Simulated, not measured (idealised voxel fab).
Name of the process module below: voxel self aligned contacts
In the cross-section labelled cut, the width is 255 nm and each square cell is 5 nm.
Cross-section format: a grid of square cells, given as bands from top to bottom; each band is one or more rows of cells.
The entry gives the band's vertical extent as a top height and a bottom height in nm, then its horizontal make-up as materials from left to right, each with a width in nm. "air" stands for empty space; a single material marked "everywhere" fills the band edge to edge.
Heights from 0 (as-received wafer is one material below). Bottom band endless downward, as "0 and below".
So if you see something like "30..40" for the width, read it as the top row of the band sitting at the first number and the bottom row at the second, with every row in between moving by the same amount as the last.
What does "no change" mean for a step? It means no cell of the cross-section changed in that step.
You'll see "Enclosed void list" listing empty spaces that have no way open to the top, as long as they're 8 cells or more; the notation is width x height at distance, where the distance is from the left edge, and all of it is in nm.
Past the settings on a step's line: simulator remark, on that step.
overlay nm: mask right of planned place by this much (step with mask). Neg. = left.

The planned process steps are enumerated hereunder
1 RECEIVE, material Si
2 CONFORMAL_DEP, material SiO2, thk nm 5
3 DIRECTIONAL_DEP, material polySi, thk nm 30
4 DIRECTIONAL_DEP, material SiN, thk nm 25
5 DIRECTIONAL_DEP, material aC, thk nm 15
6 PATTERN, tone cover, mask id GATE, material resist, width nm 35, pitch nm 75, thk nm 35, overlay nm 0
7 DIRECTIONAL_ETCH, etch materials aC, depth nm 15
8 STRIP, etch materials resist
9 DIRECTIONAL_ETCH, etch materials SiN, depth nm 25
10 DIRECTIONAL_ETCH, etch materials polySi, depth nm 30
11 STRIP, etch materials aC
12 CONFORMAL_DEP, material SiN, thk nm 10
13 DIRECTIONAL_ETCH, etch materials SiN, depth nm 10
14 FILL_DEP, material SiO2, thk nm 15
15 CMP, height nm 70
16 MASKED_ETCH, tone open, mask id CONTACT, width nm 60, etch materials SiO2, depth nm 70, overlay nm 0
17 CONFORMAL_DEP, material TiN, thk nm 5
18 FILL_DEP, material W, thk nm 10
19 CMP, height nm 70
20 CONFORMAL_DEP, material SiN, thk nm 5

Cross-section of the wafer as it came to us, i.e., already through step 1
0 and below | Si everywhere
Enclosed void list: none

Cross-section taken at module completion on the first of two wafers; processed per the plan
75 down to 70 | SiN everywhere
70 down to 60 | SiO2 95 | TiN 5..25 | W 50..10 | TiN 5..25 | SiO2 100
60 down to 35 | SiO2 60 | SiN 55 | TiN 5 | W 10 | TiN 5 | SiN 55 | SiO2 65
35 down to 5 | SiO2 60 | SiN 10 | polySi 35 | SiN 10 | TiN 5 | W 10 | TiN 5 | SiN 10 | polySi 35 | SiN 10 | SiO2 65
5 down to 0 | SiO2 115 | TiN 20 | SiO2 120
0 and below | Si everywhere
Enclosed void list: none

Cross-section, wafer two of two, end of module: same start and plan as wafer one, one error in execution
75 down to 70 | SiO2 everywhere
70 down to 60 | SiO2 95 | TiN 5..25 | W 50..10 | TiN 5..25 | SiO2 100
60 down to 35 | SiO2 60 | SiN 55 | TiN 5 | W 10 | TiN 5 | SiN 55 | SiO2 65
35 down to 5 | SiO2 60 | SiN 10 | polySi 35 | SiN 10 | TiN 5 | W 10 | TiN 5 | SiN 10 | polySi 35 | SiN 10 | SiO2 65
5 down to 0 | SiO2 115 | TiN 20 | SiO2 120
0 and below | Si everywhere
Enclosed void list: none
The plan and the run diverged here: contrary to plan, step 20 was performed as CONFORMAL_DEP, material SiO2, thk nm 5
The closing comparison, in cells, has the second wafer with more or fewer of some materials than the first: SiN: 51 fewer, SiO2: 51 more
